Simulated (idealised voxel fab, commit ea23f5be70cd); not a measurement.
process module | voxel spacer lines
cross-section cut | 300 nm wide | cells 5 nm
A cross-section is a grid of square cells, given in bands from the top down. A band is one or more rows of cells.
Each band's line starts with the height of the band's top and of its bottom, in nm. Then come its materials from left to right, each with its width in nm. One material with "throughout" fills the band from edge to edge. "air" is empty space.
Height 0 is the level under which the wafer as received is all one material. The lowest band goes on downwards, as in "0 down".
A width such as "30 to 40" changes by the same amount from each row of cells to the next, from the band's top row to its bottom row.
"no change" after a step means that no cell of the cross-section changed.
closed voids: empty space of 8 cells or more with no open way to the top, each as width x height at its distance from the left edge, in nm
after a step's settings: what the simulator itself notes on the step
overlay nm, on a step with a mask: how far to the right of its planned place the mask lay; to the left if negative
plan
1 op RECEIVE | material Si
2 op CONFORMAL_DEP | material Al2O3 | thk nm 5
3 op DIRECTIONAL_DEP | material W | thk nm 10
4 op DIRECTIONAL_DEP | material aC | thk nm 20
5 op PATTERN | tone cover | mask id MANDREL | material resist | width nm 15 | pitch nm 50 | thk nm 30 | overlay nm 0
6 op DIRECTIONAL_ETCH | etch materials aC | depth nm 20
7 op STRIP | etch materials resist
8 op CONFORMAL_DEP | material SiO2 | thk nm 10
9 op DIRECTIONAL_ETCH | etch materials SiO2 | depth nm 10
10 op STRIP | etch materials aC
11 op DIRECTIONAL_ETCH | etch materials W | depth nm 10
12 op STRIP | etch materials SiO2
13 op FILL_DEP | material SiO2 | thk nm 5
14 op CMP | height nm 15
first wafer, as planned
as received, after step 1
  0 down: Si throughout
  closed voids: none
after step 2
  5 to 0: Al2O3 throughout
  below 0: unchanged
after step 3
  15 to 5: W throughout
  below 5: unchanged
after step 4
  35 to 15: aC throughout
  below 15: unchanged
after step 5
  65 to 35: air 90 | resist 15 | air 35 | resist 15 | air 35 | resist 15 | air 95
  below 35: unchanged
after step 6
  45 to 35: air 90 | resist 15 | air 35 | resist 15 | air 35 | resist 15 | air 95
  35 to 15: air 90 | aC 15 | air 35 | aC 15 | air 35 | aC 15 | air 95
  below 15: unchanged
after step 7
  35 to 15: air 90 | aC 15 | air 35 | aC 15 | air 35 | aC 15 | air 95
  below 15: unchanged
after step 8
  45 to 35: air 80 | SiO2 35 | air 15 | SiO2 35 | air 15 | SiO2 35 | air 85
  35 to 25: air 80 | SiO2 10 | aC 15 | SiO2 10 | air 15 | SiO2 10 | aC 15 | SiO2 10 | air 15 | SiO2 10 | aC 15 | SiO2 10 | air 85
  25 to 15: SiO2 90 | aC 15 | SiO2 35 | aC 15 | SiO2 35 | aC 15 | SiO2 95
  below 15: unchanged
after step 9
  35 to 15: air 80 | SiO2 10 | aC 15 | SiO2 10 | air 15 | SiO2 10 | aC 15 | SiO2 10 | air 15 | SiO2 10 | aC 15 | SiO2 10 | air 85
  below 15: unchanged
after step 10
  35 to 15: air 80 | SiO2 10 | air 15 | SiO2 10 | air 15 | SiO2 10 | air 15 | SiO2 10 | air 15 | SiO2 10 | air 15 | SiO2 10 | air 85
  below 15: unchanged
after step 11
  35 to 15: air 80 | SiO2 10 | air 15 | SiO2 10 | air 15 | SiO2 10 | air 15 | SiO2 10 | air 15 | SiO2 10 | air 15 | SiO2 10 | air 85
  15 to 5: air 80 | W 10 | air 15 | W 10 | air 15 | W 10 | air 15 | W 10 | air 15 | W 10 | air 15 | W 10 | air 85
  below 5: unchanged
after step 12
  15 to 5: air 80 | W 10 | air 15 | W 10 | air 15 | W 10 | air 15 | W 10 | air 15 | W 10 | air 15 | W 10 | air 85
  below 5: unchanged
after step 13
  20 to 15: SiO2 throughout
  15 to 5: SiO2 80 | W 10 | SiO2 15 | W 10 | SiO2 15 | W 10 | SiO2 15 | W 10 | SiO2 15 | W 10 | SiO2 15 | W 10 | SiO2 85
  below 5: unchanged
after step 14
  15 to 5: SiO2 80 | W 10 | SiO2 15 | W 10 | SiO2 15 | W 10 | SiO2 15 | W 10 | SiO2 15 | W 10 | SiO2 15 | W 10 | SiO2 85
  below 5: unchanged
second wafer: like start, like plan, one mistake. Through step 1 it matches the first wafer
when step 2 should have ended: no change
when step 3 should have ended
  10 to 0: W throughout
  below 0: unchanged
when step 4 should have ended
  30 to 10: aC throughout
  below 10: unchanged
when step 5 should have ended
  60 to 30: air 90 | resist 15 | air 35 | resist 15 | air 35 | resist 15 | air 95
  below 30: unchanged
when step 6 should have ended
  40 to 30: air 90 | resist 15 | air 35 | resist 15 | air 35 | resist 15 | air 95
  30 to 10: air 90 | aC 15 | air 35 | aC 15 | air 35 | aC 15 | air 95
  below 10: unchanged
when step 7 should have ended
  30 to 10: air 90 | aC 15 | air 35 | aC 15 | air 35 | aC 15 | air 95
  below 10: unchanged
when step 8 should have ended
  40 to 30: air 80 | SiO2 35 | air 15 | SiO2 35 | air 15 | SiO2 35 | air 85
  30 to 20: air 80 | SiO2 10 | aC 15 | SiO2 10 | air 15 | SiO2 10 | aC 15 | SiO2 10 | air 15 | SiO2 10 | aC 15 | SiO2 10 | air 85
  20 to 10: SiO2 90 | aC 15 | SiO2 35 | aC 15 | SiO2 35 | aC 15 | SiO2 95
  below 10: unchanged
when step 9 should have ended
  30 to 10: air 80 | SiO2 10 | aC 15 | SiO2 10 | air 15 | SiO2 10 | aC 15 | SiO2 10 | air 15 | SiO2 10 | aC 15 | SiO2 10 | air 85
  below 10: unchanged
when step 10 should have ended
  30 to 10: air 80 | SiO2 10 | air 15 | SiO2 10 | air 15 | SiO2 10 | air 15 | SiO2 10 | air 15 | SiO2 10 | air 15 | SiO2 10 | air 85
  below 10: unchanged
when step 11 should have ended
  30 to 10: air 80 | SiO2 10 | air 15 | SiO2 10 | air 15 | SiO2 10 | air 15 | SiO2 10 | air 15 | SiO2 10 | air 15 | SiO2 10 | air 85
  10 to 0: air 80 | W 10 | air 15 | W 10 | air 15 | W 10 | air 15 | W 10 | air 15 | W 10 | air 15 | W 10 | air 85
  below 0: unchanged
when step 12 should have ended
  10 to 0: air 80 | W 10 | air 15 | W 10 | air 15 | W 10 | air 15 | W 10 | air 15 | W 10 | air 15 | W 10 | air 85
  below 0: unchanged
when step 13 should have ended
  15 to 10: SiO2 throughout
  10 to 0: SiO2 80 | W 10 | SiO2 15 | W 10 | SiO2 15 | W 10 | SiO2 15 | W 10 | SiO2 15 | W 10 | SiO2 15 | W 10 | SiO2 85
  below 0: unchanged
when step 14 should have ended: no change
what went wrong: step 2 was left out
at the end the second wafer has, in cells: 60 fewer of Al2O3 | 60 more of SiO2
